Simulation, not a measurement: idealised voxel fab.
Process module in this document: voxel capacitor over wiring
The cross-section shown here is cut; it is 255 nm wide and divided into square cells measuring 5 nm on a side.
We lay out every cross-section as a grid of square cells and spell it out in bands from the top down, where one band means one or more rows of cells.
Basically the band line says how high the top is and how high the bottom is, in nm, and then what's in it from left to right, every material with its width in nm. Empty space shows up as "empty", and if a single material carries "everywhere" it runs the full band edge to edge.
Heads up on the height convention: 0 is the point under which the incoming wafer is all one material, and the lowest band has no bottom, it just keeps going down, like "0 nm and below".
So if you see something like "30..40" for the width, read it as the top row of the band sitting at the first number and the bottom row at the second, with every row in between moving by the same amount as the last.
Any step labelled "remained the same" changed none of the cells in the cross-section.
Reported under the label "Closed void list" are the empty spaces having no open way to the top and comprising 8 cells or more; the notation for each is width x height at distance, in which the distance is measured from the left edge and all three values are in nm.
It should be noted that, on the line of a given step, the content following the step's settings is a remark produced by the simulator itself with respect to that step.
If you see "overlay nm" on a step's line and that step has a mask, it's telling you how far right of where it was planned the mask ended up; a negative number means it went left instead.

## The following list gives the planned process steps
1 RECEIVE [material Si]
2 CONFORMAL_DEP [material SiO2] [thk nm 10]
3 DIRECTIONAL_DEP [material TiN] [thk nm 5]
4 DIRECTIONAL_DEP [material W] [thk nm 25]
5 MASKED_ETCH [tone cover] [mask id METAL_1] [width nm 25] [pitch nm 80] [etch materials W] [depth nm 25] [overlay nm 0]
6 MASKED_ETCH [tone cover] [mask id METAL_1] [width nm 25] [pitch nm 80] [etch materials TiN] [depth nm 5] [overlay nm 0]
7 CONFORMAL_DEP [material SiCN] [thk nm 5]
8 FILL_DEP [material lowk] [thk nm 10]
9 CMP [height nm 40]
10 CONFORMAL_DEP [material SiCN] [thk nm 5]
11 DIRECTIONAL_DEP [material lowk] [thk nm 15]
12 PATTERN [tone open] [mask id PLUG_1] [material resist] [width nm 15] [thk nm 20] [overlay nm 0]
13 DIRECTIONAL_ETCH [etch materials lowk] [depth nm 15]
14 DIRECTIONAL_ETCH [etch materials SiCN] [depth nm 5]
15 STRIP [etch materials resist]
16 CONFORMAL_DEP [material TiN] [thk nm 5]
17 FILL_DEP [material Cu] [thk nm 10]
18 CMP [height nm 60]
19 DIRECTIONAL_DEP [material TiN] [thk nm 5]
20 DIRECTIONAL_DEP [material HfO2] [thk nm 5]
21 DIRECTIONAL_DEP [material TiN] [thk nm 5]
22 MASKED_ETCH [tone cover] [mask id UPPER_PLATE] [width nm 60] [etch materials TiN] [depth nm 5] [overlay nm 0]
23 MASKED_ETCH [tone cover] [mask id UPPER_PLATE] [width nm 60] [etch materials HfO2] [depth nm 5] [overlay nm 0]
24 MASKED_ETCH [tone cover] [mask id LOWER_PLATE] [width nm 70] [etch materials TiN] [depth nm 5] [overlay nm 0]
25 FILL_DEP [material SiO2] [thk nm 15]
26 CMP [height nm 85]
27 MASKED_ETCH [tone open] [mask id PLUG_2] [width nm 15] [etch materials SiO2] [depth nm 10] [overlay nm 0]
28 CONFORMAL_DEP [material TiN] [thk nm 5]
29 FILL_DEP [material W] [thk nm 10]
30 CMP [height nm 85]
31 CONFORMAL_DEP [material SiCN] [thk nm 5]

## First wafer out of two, processed as planned

## Cross-section: wafer on arrival = after step 1
> 0 nm and below  Si everywhere
> Closed void list: none

## So this is the wafer cross-section right after step 2
> 10 nm to 0 nm  SiO2 everywhere
> Everything under 0 stays put, no change at all.

## So this is the wafer cross-section right after step 3
> 15 nm to 10 nm  TiN everywhere
> Everything under 10 stays put, no change at all.

## So this is the wafer cross-section right after step 4
> 40 nm to 15 nm  W everywhere
> Everything under 15 stays put, no change at all.

## So this is the wafer cross-section right after step 5
> 40 nm to 15 nm  75 empty  25 W  55 empty  25 W  75 empty
> Everything under 15 stays put, no change at all.

## So this is the wafer cross-section right after step 6
> 40 nm to 15 nm  75 empty  25 W  55 empty  25 W  75 empty
> 15 nm to 10 nm  75 empty  25 TiN  55 empty  25 TiN  75 empty
> Everything under 10 stays put, no change at all.

## So this is the wafer cross-section right after step 7
> 45 nm to 40 nm  70 empty  35 SiCN  45 empty  35 SiCN  70 empty
> 40 nm to 15 nm  70 empty  5 SiCN  25 W  5 SiCN  45 empty  5 SiCN  25 W  5 SiCN  70 empty
> 15 nm to 10 nm  75 SiCN  25 TiN  55 SiCN  25 TiN  75 SiCN
> Everything under 10 stays put, no change at all.

## So this is the wafer cross-section right after step 8
> 55 nm to 45 nm  lowk everywhere
> 45 nm to 40 nm  70 lowk  35 SiCN  45 lowk  35 SiCN  70 lowk
> 40 nm to 15 nm  70 lowk  5 SiCN  25 W  5 SiCN  45 lowk  5 SiCN  25 W  5 SiCN  70 lowk
> Everything under 15 stays put, no change at all.

## So this is the wafer cross-section right after step 9
> 40 nm to 15 nm  70 lowk  5 SiCN  25 W  5 SiCN  45 lowk  5 SiCN  25 W  5 SiCN  70 lowk
> Everything under 15 stays put, no change at all.

## So this is the wafer cross-section right after step 10
> 45 nm to 40 nm  SiCN everywhere
> Everything under 40 stays put, no change at all.

## So this is the wafer cross-section right after step 11
> 60 nm to 45 nm  lowk everywhere
> Everything under 45 stays put, no change at all.

## So this is the wafer cross-section right after step 12
> 80 nm to 60 nm  85 resist  15 empty  155 resist
> Everything under 60 stays put, no change at all.

## So this is the wafer cross-section right after step 13
> 80 nm to 60 nm  85 resist  15 empty  155 resist
> 60 nm to 45 nm  85 lowk  15 empty  155 lowk
> Everything under 45 stays put, no change at all.

## So this is the wafer cross-section right after step 14
> 80 nm to 60 nm  85 resist  15 empty  155 resist
> 60 nm to 45 nm  85 lowk  15 empty  155 lowk
> 45 nm to 40 nm  85 SiCN  15 empty  155 SiCN
> Everything under 40 stays put, no change at all.

## So this is the wafer cross-section right after step 15
> 60 nm to 45 nm  85 lowk  15 empty  155 lowk
> Everything under 45 stays put, no change at all.

## So this is the wafer cross-section right after step 16
> 65 nm to 60 nm  90 TiN  5 empty  160 TiN
> 60 nm to 45 nm  85 lowk  5 TiN  5 empty  5 TiN  155 lowk
> 45 nm to 40 nm  85 SiCN  15 TiN  155 SiCN
> Everything under 40 stays put, no change at all.

## So this is the wafer cross-section right after step 17
> 75 nm to 65 nm  Cu everywhere
> 65 nm to 60 nm  90 TiN  5 Cu  160 TiN
> 60 nm to 45 nm  85 lowk  5 TiN  5 Cu  5 TiN  155 lowk
> Everything under 45 stays put, no change at all.

## So this is the wafer cross-section right after step 18
> 60 nm to 45 nm  85 lowk  5 TiN  5 Cu  5 TiN  155 lowk
> Everything under 45 stays put, no change at all.

## So this is the wafer cross-section right after step 19
> 65 nm to 60 nm  TiN everywhere
> Everything under 60 stays put, no change at all.

## So this is the wafer cross-section right after step 20
> 70 nm to 65 nm  HfO2 everywhere
> Everything under 65 stays put, no change at all.

## So this is the wafer cross-section right after step 21
> 75 nm to 70 nm  TiN everywhere
> Everything under 70 stays put, no change at all.

## So this is the wafer cross-section right after step 22
> 75 nm to 70 nm  85 empty  60 TiN  110 empty
> Everything under 70 stays put, no change at all.

## So this is the wafer cross-section right after step 23
> 75 nm to 70 nm  85 empty  60 TiN  110 empty
> 70 nm to 65 nm  85 empty  60 HfO2  110 empty
> Everything under 65 stays put, no change at all.

## So this is the wafer cross-section right after step 24
> 75 nm to 70 nm  85 empty  60 TiN  110 empty
> 70 nm to 65 nm  85 empty  60 HfO2  110 empty
> 65 nm to 60 nm  80 empty  70 TiN  105 empty
> Everything under 60 stays put, no change at all.

## So this is the wafer cross-section right after step 25
> 90 nm to 75 nm  SiO2 everywhere
> 75 nm to 70 nm  85 SiO2  60 TiN  110 SiO2
> 70 nm to 65 nm  85 SiO2  60 HfO2  110 SiO2
> 65 nm to 60 nm  80 SiO2  70 TiN  105 SiO2
> Everything under 60 stays put, no change at all.

## So this is the wafer cross-section right after step 26
> 85 nm to 75 nm  SiO2 everywhere
> Everything under 75 stays put, no change at all.

## So this is the wafer cross-section right after step 27
> 85 nm to 75 nm  95 SiO2  15 empty  145 SiO2
> Everything under 75 stays put, no change at all.

## So this is the wafer cross-section right after step 28
> 90 nm to 85 nm  100 TiN  5 empty  150 TiN
> 85 nm to 80 nm  95 SiO2  5 TiN  5 empty  5 TiN  145 SiO2
> 80 nm to 70 nm  95..85 SiO2  15..60 TiN  145..110 SiO2
> Everything under 70 stays put, no change at all.

## So this is the wafer cross-section right after step 29
> 100 nm to 90 nm  W everywhere
> 90 nm to 85 nm  100 TiN  5 W  150 TiN
> 85 nm to 80 nm  95 SiO2  5 TiN  5 W  5 TiN  145 SiO2
> Everything under 80 stays put, no change at all.

## So this is the wafer cross-section right after step 30
> 85 nm to 80 nm  95 SiO2  5 TiN  5 W  5 TiN  145 SiO2
> Everything under 80 stays put, no change at all.

## So this is the wafer cross-section right after step 31
> 90 nm to 85 nm  SiCN everywhere
> Everything under 85 stays put, no change at all.

## Wafer two: like wafer one in start and plan, but with one mistake in execution; identical up to and including step 11

## Second wafer at the planned finish of step 12, seen in cross-section
> 80 nm to 60 nm  80 resist  25 empty  150 resist
> Everything under 60 stays put, no change at all.

## Second wafer at the planned finish of step 13, seen in cross-section
> 80 nm to 60 nm  80 resist  25 empty  150 resist
> 60 nm to 45 nm  80 lowk  25 empty  150 lowk
> Everything under 45 stays put, no change at all.

## Second wafer at the planned finish of step 14, seen in cross-section
> 80 nm to 60 nm  80 resist  25 empty  150 resist
> 60 nm to 45 nm  80 lowk  25 empty  150 lowk
> 45 nm to 40 nm  80 SiCN  25 empty  150 SiCN
> Everything under 40 stays put, no change at all.

## Second wafer at the planned finish of step 15, seen in cross-section
> 60 nm to 45 nm  80 lowk  25 empty  150 lowk
> Everything under 45 stays put, no change at all.

## Second wafer at the planned finish of step 16, seen in cross-section
> 65 nm to 60 nm  85 TiN  15 empty  155 TiN
> 60 nm to 45 nm  80 lowk  5 TiN  15 empty  5 TiN  150 lowk
> 45 nm to 40 nm  80 SiCN  25 TiN  150 SiCN
> Everything under 40 stays put, no change at all.

## Second wafer at the planned finish of step 17, seen in cross-section
> 75 nm to 65 nm  Cu everywhere
> 65 nm to 60 nm  85 TiN  15 Cu  155 TiN
> 60 nm to 45 nm  80 lowk  5 TiN  15 Cu  5 TiN  150 lowk
> Everything under 45 stays put, no change at all.

## Second wafer at the planned finish of step 18, seen in cross-section
> 60 nm to 45 nm  80 lowk  5 TiN  15 Cu  5 TiN  150 lowk
> Everything under 45 stays put, no change at all.

## Second wafer at the planned finish of step 19, seen in cross-section
> 65 nm to 60 nm  TiN everywhere
> Everything under 60 stays put, no change at all.

## Second wafer at the planned finish of step 20, seen in cross-section
> 70 nm to 65 nm  HfO2 everywhere
> Everything under 65 stays put, no change at all.

## Second wafer at the planned finish of step 21, seen in cross-section
> 75 nm to 70 nm  TiN everywhere
> Everything under 70 stays put, no change at all.

## Second wafer at the planned finish of step 22, seen in cross-section
> 75 nm to 70 nm  85 empty  60 TiN  110 empty
> Everything under 70 stays put, no change at all.

## Second wafer at the planned finish of step 23, seen in cross-section
> 75 nm to 70 nm  85 empty  60 TiN  110 empty
> 70 nm to 65 nm  85 empty  60 HfO2  110 empty
> Everything under 65 stays put, no change at all.

## Second wafer at the planned finish of step 24, seen in cross-section
> 75 nm to 70 nm  85 empty  60 TiN  110 empty
> 70 nm to 65 nm  85 empty  60 HfO2  110 empty
> 65 nm to 60 nm  80 empty  70 TiN  105 empty
> Everything under 60 stays put, no change at all.

## Second wafer at the planned finish of step 25, seen in cross-section
> 90 nm to 75 nm  SiO2 everywhere
> 75 nm to 70 nm  85 SiO2  60 TiN  110 SiO2
> 70 nm to 65 nm  85 SiO2  60 HfO2  110 SiO2
> 65 nm to 60 nm  80 SiO2  70 TiN  105 SiO2
> Everything under 60 stays put, no change at all.

## Second wafer at the planned finish of step 26, seen in cross-section
> 85 nm to 75 nm  SiO2 everywhere
> Everything under 75 stays put, no change at all.

## Second wafer at the planned finish of step 27, seen in cross-section
> 85 nm to 75 nm  95 SiO2  15 empty  145 SiO2
> Everything under 75 stays put, no change at all.

## Second wafer at the planned finish of step 28, seen in cross-section
> 90 nm to 85 nm  100 TiN  5 empty  150 TiN
> 85 nm to 80 nm  95 SiO2  5 TiN  5 empty  5 TiN  145 SiO2
> 80 nm to 70 nm  95..85 SiO2  15..60 TiN  145..110 SiO2
> Everything under 70 stays put, no change at all.

## Second wafer at the planned finish of step 29, seen in cross-section
> 100 nm to 90 nm  W everywhere
> 90 nm to 85 nm  100 TiN  5 W  150 TiN
> 85 nm to 80 nm  95 SiO2  5 TiN  5 W  5 TiN  145 SiO2
> Everything under 80 stays put, no change at all.

## Second wafer at the planned finish of step 30, seen in cross-section
> 85 nm to 80 nm  95 SiO2  5 TiN  5 W  5 TiN  145 SiO2
> Everything under 80 stays put, no change at all.

## Second wafer at the planned finish of step 31, seen in cross-section
> 90 nm to 85 nm  SiCN everywhere
> Everything under 85 stays put, no change at all.
So what did we get wrong on this run? step 12: run off-plan, actual operation and settings PATTERN [tone open] [mask id PLUG_1] [material resist] [width nm 25] [thk nm 20] [overlay nm 0]
At the finish, the second wafer shows more or fewer cells for some materials than the first does: +6 Cu | -2 SiCN | +2 TiN | -6 lowk
